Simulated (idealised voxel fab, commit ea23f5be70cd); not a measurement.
Name of the process module below: voxel ribs on slabs
We display cut, a cross-section 195 nm in width whose square cells are each 5 nm.
Think of the cross-section as a grid of square cells. We describe it in bands, top to bottom, and each band covers one or more rows of those cells.
A band entry consists of two parts. The first gives the height of the band's top and the height of its bottom, in nm. The rest lists the band's materials from left to right, each with its width in nm. A single material labelled with the word "everywhere" fills the band from edge to edge, and the word "empty" marks empty space.
Convention: height 0 is the level below which the wafer, as received, is all one material. The lowest band does not terminate at the bottom but continues downward, represented as "0..down".
Top row gets the first number, bottom row gets the second, and each row in between changes by the same step: that is how a band width like "30->40" works.
"no modifications" (step): cross-section cells unchanged, all of them.
"Closed void register" specifies each empty space that is not open to the top and that occupies no fewer than 8 cells, using the form width x height at distance, the distance measured from the left edge and all three quantities in nm.
On a step's line, text after the settings is the simulator commenting on that step.
"overlay nm" answers the question of how far to the right of plan the mask lay on a step that has a mask, and when it is negative the answer is to the left.
-- Process steps foreseen in the plan
| 1 | RECEIVE,material Si |
| 2 | DIRECTIONAL_DEP,material SiO2,thk nm 25 |
| 3 | DIRECTIONAL_DEP,material SiN,thk nm 15 |
| 4 | MASKED_ETCH,tone cover,mask id RIB,width nm 25,etch materials SiN,depth nm 10,overlay nm 0 |
| 5 | DIRECTIONAL_DEP,material aC,thk nm 15 |
| 6 | PATTERN,tone cover,mask id SLAB,material resist,width nm 85,thk nm 35,overlay nm 0 |
| 7 | DIRECTIONAL_ETCH,etch materials aC,depth nm 15 |
| 8 | STRIP,etch materials resist |
| 9 | DIRECTIONAL_ETCH,etch materials SiN,depth nm 5 |
| 10 | STRIP,etch materials aC |
| 11 | FILL_DEP,material SiO2,thk nm 20 |
| 12 | CMP,height nm 55 |
| 13 | DIRECTIONAL_DEP,material TiN,thk nm 10 |
| 14 | MASKED_ETCH,tone cover,mask id HEATER,width nm 35,etch materials TiN,depth nm 10,overlay nm 0 |
| 15 | CONFORMAL_DEP,material SiN,thk nm 5 |
-- Incoming wafer, cross-sectional view, post step 1
0..down: Si everywhere
Closed void register: none
-- Wafer cross-section at module end: first of two, run to plan
70..65: empty: 75 / SiN: 45 / empty: 75
65..60: empty: 75 / SiN: 5 / TiN: 35 / SiN: 5 / empty: 75
60..55: SiN: 80 / TiN: 35 / SiN: 80
55..40: SiO2 everywhere
40..30: SiO2: 85 / SiN: 25 / SiO2: 85
30..25: SiO2: 55 / SiN: 85 / SiO2: 55
25..0: SiO2 everywhere
0..down: Si everywhere
Closed void register: none
-- Same start, same plan as the first wafer - but one mistake in the run. Cross-section of the second of the two at the end of the module
70..65: empty: 75 / SiN: 45 / empty: 75
65..60: empty: 75 / SiN: 5 / TiN: 35 / SiN: 5 / empty: 75
60..55: SiN: 80 / TiN: 35 / SiN: 80
55..15: SiO2 everywhere
15..0: SiN everywhere
0..down: Si everywhere
Closed void register: none
Where did the run depart from the plan? steps 2 and 3: order swapped relative to plan
Wafer comparison, final, in cells, second relative to first, materials more or fewer: 90 more of SiN | 90 fewer of SiO2
